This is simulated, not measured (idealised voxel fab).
The document below concerns the process module designated voxel wiring stack.
cross-section cut | 285 nm wide | cells 5 nm
Cross-section layout: square cells on a grid; listed as bands, top to bottom; a band spans one or more cell rows. Read a band's entry like this: the first values are the height of its top and the height of its bottom in nm, and what follows is the sequence of materials from left to right, each with its width in nm. Note that "empty" is empty space, and that a single material marked "full width" reaches across the band from edge to edge. Height reference: 0 = level under which incoming wafer is all one material. Lowest band: no bottom, runs on downward, e.g. "z 0 and below". Note: "30 to 40" means the width goes from the first number (top row of the band) to the second number (bottom row) in equal steps per row of cells. Basically "no modification" means that step didn't change any cell in the cross-section. Each empty space that has no open way to the top and spans at least 8 cells appears under "Closed voids list" as width x height at distance, the distance counted from the left edge, all in nm. Past the settings on a step's line: simulator remark, on that step. Each step line may optionally specify "overlay nm", which for a step with a mask gives the rightward distance between the mask's planned place and where it lay, a negative value indicating the leftward direction.

The planned process steps are enumerated hereunder
1 RECEIVE [material Si]
2 CONFORMAL_DEP [material SiO2] [thk nm 15]
3 CONFORMAL_DEP [material SiN] [thk nm 5]
4 DIRECTIONAL_DEP [material SiO2] [thk nm 20]
5 DIRECTIONAL_DEP [material aC] [thk nm 15]
6 PATTERN [tone open] [mask id METAL_1] [material resist] [width nm 25] [pitch nm 50] [thk nm 35] [overlay nm 0]
7 DIRECTIONAL_ETCH [etch materials aC] [depth nm 15]
8 STRIP [etch materials resist]
9 DIRECTIONAL_ETCH [etch materials SiO2] [depth nm 20]
10 DIRECTIONAL_ETCH [etch materials SiN] [depth nm 5]
11 STRIP [etch materials aC]
12 CONFORMAL_DEP [material TiN] [thk nm 5]
13 FILL_DEP [material W] [thk nm 5]
14 CMP [height nm 40]
15 EPI [material Ru] [thk nm 5]
16 FILL_DEP [material SiCN] [thk nm 5]
17 DIRECTIONAL_DEP [material SiO2] [thk nm 15]
18 PATTERN [tone open] [mask id PLUG_1] [material resist] [width nm 15] [pitch nm 50] [thk nm 20] [overlay nm 0]
19 DIRECTIONAL_ETCH [etch materials SiO2] [depth nm 15]
20 DIRECTIONAL_ETCH [etch materials SiCN] [depth nm 5]
21 STRIP [etch materials resist]
22 CONFORMAL_DEP [material TiN] [thk nm 5]
23 FILL_DEP [material Ru] [thk nm 10]
24 CMP [height nm 65]
25 CONFORMAL_DEP [material SiN] [thk nm 5]
26 DIRECTIONAL_DEP [material lowk] [thk nm 20]
27 MASKED_ETCH [tone open] [mask id METAL_2] [width nm 25] [pitch nm 50] [etch materials lowk] [depth nm 10] [overlay nm 0]
28 MASKED_ETCH [tone open] [mask id METAL_2] [width nm 25] [pitch nm 50] [etch materials SiN] [depth nm 5] [overlay nm 0]
29 CONFORMAL_DEP [material TiN] [thk nm 5]
30 FILL_DEP [material Cu] [thk nm 5]
31 CMP [height nm 90]
32 CONFORMAL_DEP [material SiCN] [thk nm 5]
varied across the wafers: depth nm of step 27. The plan shows the first wafer's value. All wafers start alike

Sectional view: first of several wafers, as received, after step 1
	z 0 and below  Si full width
	Closed voids list: none

Module end state after final step 32: cross-section of the first of several wafers
	z 95 to 90  SiCN full width
	z 90 to 85  lowk: 80  TiN: 5  Cu: 15  TiN: 5  lowk: 25  TiN: 5  Cu: 15  TiN: 5  lowk: 25  TiN: 5  Cu: 15  TiN: 5  lowk: 80
	z 85 to 80  lowk: 80  TiN: 25  lowk: 25  TiN: 25  lowk: 25  TiN: 25  lowk: 80
	z 80 to 70  lowk full width
	z 70 to 65  SiN full width
	z 65 to 50  SiO2: 80  TiN: 5  Ru: 5  TiN: 5  SiO2: 35  TiN: 5  Ru: 5  TiN: 5  SiO2: 35  TiN: 5  Ru: 5  TiN: 5  SiO2: 90
	z 50 to 45  SiCN: 80  TiN: 15  SiCN: 35  TiN: 15  SiCN: 35  TiN: 15  SiCN: 90
	z 45 to 40  SiCN: 75  Ru: 35  SiCN: 15  Ru: 35  SiCN: 15  Ru: 35  SiCN: 75
	z 40 to 20  SiO2: 80  TiN: 5  W: 15  TiN: 5  SiO2: 25  TiN: 5  W: 15  TiN: 5  SiO2: 25  TiN: 5  W: 15  TiN: 5  SiO2: 80
	z 20 to 15  SiN: 80  TiN: 25  SiN: 25  TiN: 25  SiN: 25  TiN: 25  SiN: 80
	z 15 to 0  SiO2 full width
	z 0 and below  Si full width
	Closed voids list: none

Final wafer cross-section at module end
	z 95 to 90  SiCN full width
	z 90 to 70  lowk: 80  TiN: 5  Cu: 15  TiN: 5  lowk: 25  TiN: 5  Cu: 15  TiN: 5  lowk: 25  TiN: 5  Cu: 15  TiN: 5  lowk: 80
	z 70 to 65  SiN: 80  TiN: 25  SiN: 25  TiN: 25  SiN: 25  TiN: 25  SiN: 80
	z 65 to 50  SiO2: 80  TiN: 5  Ru: 5  TiN: 5  SiO2: 35  TiN: 5  Ru: 5  TiN: 5  SiO2: 35  TiN: 5  Ru: 5  TiN: 5  SiO2: 90
	z 50 to 45  SiCN: 80  TiN: 15  SiCN: 35  TiN: 15  SiCN: 35  TiN: 15  SiCN: 90
	z 45 to 40  SiCN: 75  Ru: 35  SiCN: 15  Ru: 35  SiCN: 15  Ru: 35  SiCN: 75
	z 40 to 20  SiO2: 80  TiN: 5  W: 15  TiN: 5  SiO2: 25  TiN: 5  W: 15  TiN: 5  SiO2: 25  TiN: 5  W: 15  TiN: 5  SiO2: 80
	z 20 to 15  SiN: 80  TiN: 25  SiN: 25  TiN: 25  SiN: 25  TiN: 25  SiN: 80
	z 15 to 0  SiO2 full width
	z 0 and below  Si full width
	Closed voids list: none

Row per wafer, end-of-module: cell gain (+)/loss (-) by material since the wafer came in, then closed voids
depth nm 10 | +9 Cu | +30 Ru | +141 SiCN | +99 SiN | +483 SiO2 | +87 TiN | +36 W | +198 lowk | Closed voids list: none
depth nm 15 | +18 Cu | +30 Ru | +141 SiCN | +99 SiN | +483 SiO2 | +93 TiN | +36 W | +183 lowk | Closed voids list: none
depth nm 20 | +36 Cu | +30 Ru | +141 SiCN | +84 SiN | +483 SiO2 | +105 TiN | +36 W | +168 lowk | Closed voids list: none
depth nm 25 | +36 Cu | +30 Ru | +141 SiCN | +84 SiN | +483 SiO2 | +105 TiN | +36 W | +168 lowk | Closed voids list: none
depth nm 30 | +36 Cu | +30 Ru | +141 SiCN | +84 SiN | +483 SiO2 | +105 TiN | +36 W | +168 lowk | Closed voids list: none
depth nm 35 | +36 Cu | +30 Ru | +141 SiCN | +84 SiN | +483 SiO2 | +105 TiN | +36 W | +168 lowk | Closed voids list: none
